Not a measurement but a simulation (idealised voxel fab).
Presented below is a process module, voxel released beams.
Square cell edge 5 nm, section width 145 nm, ID cut.
Each cross-section below is a grid of square cells, stated as bands in top-down order, with one or more rows of cells making up each band.
Quick guide to a band line: top height, bottom height (nm) up front; then every material left to right with its width in nm. Only one material and it's marked "throughout"? Then it fills the band edge to edge. And "empty" just means empty space.
Heights are measured from 0, the level below which the as-received wafer is all one material; the lowest band has no bottom and continues downward, written as in "0 down".
Read "30->40" as a graded width: first number on top, second number at the bottom, same change between each pair of neighbouring rows.
"stayed the same" after a step means that no cell of the cross-section changed.
Each empty space that has no open way to the top and spans at least 8 cells appears under "Completely enclosed voids" as width x height at distance, the distance counted from the left edge, all in nm.
Note: text after step settings on the step line = simulator remark on that step.
What "overlay nm" on a step's line means: if the step has a mask, that mask lay this far to the right of its planned place, or, when the value is negative, to the left.
Process steps foreseen in the plan:
1: RECEIVE with material Si
2: CONFORMAL_DEP with material Al2O3, thk nm 5
3: DIRECTIONAL_DEP with material SiO2, thk nm 20
4: DIRECTIONAL_DEP with material aC, thk nm 10
5: PATTERN with tone open, mask id ANCHOR, material resist, width nm 25, thk nm 30, overlay nm 0
6: DIRECTIONAL_ETCH with etch materials aC, depth nm 10
7: STRIP with etch materials resist
8: DIRECTIONAL_ETCH with etch materials SiO2, depth nm 20
9: STRIP with etch materials aC
10: CONFORMAL_DEP with material polySi, thk nm 10
11: DIRECTIONAL_DEP with material aC, thk nm 15
12: PATTERN with tone cover, mask id BEAM, material resist, width nm 80, thk nm 30, overlay nm 0
13: DIRECTIONAL_ETCH with etch materials aC, depth nm 15
14: STRIP with etch materials resist
15: DIRECTIONAL_ETCH with etch materials polySi, depth nm 10
16: STRIP with etch materials aC
17: STRIP with etch materials SiO2
First of two wafers, with the run carried out as planned:
The cross-section here shows the wafer as received, i.e. in its state after step 1:
0 down  Si throughout
Completely enclosed voids: none
You're looking at a cross-section of the wafer after step 2:
5 to 0  Al2O3 throughout
Below 0, no change.
You're looking at a cross-section of the wafer after step 3:
25 to 5  SiO2 throughout
Below 5, no change.
You're looking at a cross-section of the wafer after step 4:
35 to 25  aC throughout
Below 25, no change.
You're looking at a cross-section of the wafer after step 5:
65 to 35  35 nm resist, 25 nm empty, 85 nm resist
Below 35, no change.
You're looking at a cross-section of the wafer after step 6:
55 to 35  35 nm resist, 25 nm empty, 85 nm resist
35 to 25  35 nm aC, 25 nm empty, 85 nm aC
Below 25, no change.
You're looking at a cross-section of the wafer after step 7:
35 to 25  35 nm aC, 25 nm empty, 85 nm aC
Below 25, no change.
You're looking at a cross-section of the wafer after step 8:
35 to 25  35 nm aC, 25 nm empty, 85 nm aC
25 to 5  35 nm SiO2, 25 nm empty, 85 nm SiO2
Below 5, no change.
You're looking at a cross-section of the wafer after step 9:
25 to 5  35 nm SiO2, 25 nm empty, 85 nm SiO2
Below 5, no change.
You're looking at a cross-section of the wafer after step 10:
35 to 25  45 nm polySi, 5 nm empty, 95 nm polySi
25 to 15  35 nm SiO2, 10 nm polySi, 5 nm empty, 10 nm polySi, 85 nm SiO2
15 to 5  35 nm SiO2, 25 nm polySi, 85 nm SiO2
Below 5, no change.
You're looking at a cross-section of the wafer after step 11:
50 to 35  45 nm aC, 5 nm empty, 95 nm aC
35 to 30  45 nm polySi, 5 nm empty, 95 nm polySi
30 to 25  45 nm polySi, 5 nm aC, 95 nm polySi
25 to 15  35 nm SiO2, 10 nm polySi, 5 nm aC, 10 nm polySi, 85 nm SiO2
Below 15, no change.
You're looking at a cross-section of the wafer after step 12:
80 to 50  30 nm empty, 80 nm resist, 35 nm empty
50 to 35  45 nm aC, 5 nm resist, 95 nm aC
35 to 30  45 nm polySi, 5 nm resist, 95 nm polySi
Below 30, no change.
You're looking at a cross-section of the wafer after step 13:
65 to 50  30 nm empty, 80 nm resist, 35 nm empty
50 to 35  30 nm empty, 15 nm aC, 5 nm resist, 60 nm aC, 35 nm empty
Below 35, no change.
You're looking at a cross-section of the wafer after step 14:
50 to 35  30 nm empty, 15 nm aC, 5 nm empty, 60 nm aC, 35 nm empty
35 to 30  45 nm polySi, 5 nm empty, 95 nm polySi
Below 30, no change.
You're looking at a cross-section of the wafer after step 15:
50 to 35  30 nm empty, 15 nm aC, 5 nm empty, 60 nm aC, 35 nm empty
35 to 30  30 nm empty, 15 nm polySi, 5 nm empty, 60 nm polySi, 35 nm empty
30 to 25  30 nm empty, 15 nm polySi, 5 nm aC, 60 nm polySi, 35 nm empty
Below 25, no change.
You're looking at a cross-section of the wafer after step 16:
35 to 25  30 nm empty, 15 nm polySi, 5 nm empty, 60 nm polySi, 35 nm empty
25 to 15  35 nm SiO2, 10 nm polySi, 5 nm empty, 10 nm polySi, 85 nm SiO2
Below 15, no change.
You're looking at a cross-section of the wafer after step 17:
35 to 25  30 nm empty, 15 nm polySi, 5 nm empty, 60 nm polySi, 35 nm empty
25 to 15  35 nm empty, 10 nm polySi, 5 nm empty, 10 nm polySi, 85 nm empty
15 to 5  35 nm empty, 25 nm polySi, 85 nm empty
Below 5, no change.
The second wafer began exactly as the first did and followed the same plan, but one mistake was made while running it; through step 11 inclusive, the two wafers are identical:
Cross-sectional view of the second wafer at the intended end time of process step 12:
80 to 50  25 nm empty, 90 nm resist, 30 nm empty
50 to 35  45 nm aC, 5 nm resist, 95 nm aC
35 to 30  45 nm polySi, 5 nm resist, 95 nm polySi
Below 30, no change.
Cross-sectional view of the second wafer at the intended end time of process step 13:
65 to 50  25 nm empty, 90 nm resist, 30 nm empty
50 to 35  25 nm empty, 20 nm aC, 5 nm resist, 65 nm aC, 30 nm empty
Below 35, no change.
Cross-sectional view of the second wafer at the intended end time of process step 14:
50 to 35  25 nm empty, 20 nm aC, 5 nm empty, 65 nm aC, 30 nm empty
35 to 30  45 nm polySi, 5 nm empty, 95 nm polySi
Below 30, no change.
Cross-sectional view of the second wafer at the intended end time of process step 15:
50 to 35  25 nm empty, 20 nm aC, 5 nm empty, 65 nm aC, 30 nm empty
35 to 30  25 nm empty, 20 nm polySi, 5 nm empty, 65 nm polySi, 30 nm empty
30 to 25  25 nm empty, 20 nm polySi, 5 nm aC, 65 nm polySi, 30 nm empty
Below 25, no change.
Cross-sectional view of the second wafer at the intended end time of process step 16:
35 to 25  25 nm empty, 20 nm polySi, 5 nm empty, 65 nm polySi, 30 nm empty
25 to 15  35 nm SiO2, 10 nm polySi, 5 nm empty, 10 nm polySi, 85 nm SiO2
Below 15, no change.
Cross-sectional view of the second wafer at the intended end time of process step 17:
35 to 25  25 nm empty, 20 nm polySi, 5 nm empty, 65 nm polySi, 30 nm empty
25 to 15  35 nm empty, 10 nm polySi, 5 nm empty, 10 nm polySi, 85 nm empty
15 to 5  35 nm empty, 25 nm polySi, 85 nm empty
Below 5, no change.
What broke from the plan during processing? it should be noted that step 12 was executed with settings other than those planned, the operation and settings actually applied being PATTERN with tone cover, mask id BEAM, material resist, width nm 90, thk nm 30, overlay nm 0
Wafer comparison, final, in cells, second relative to first, materials more or fewer: polySi +4
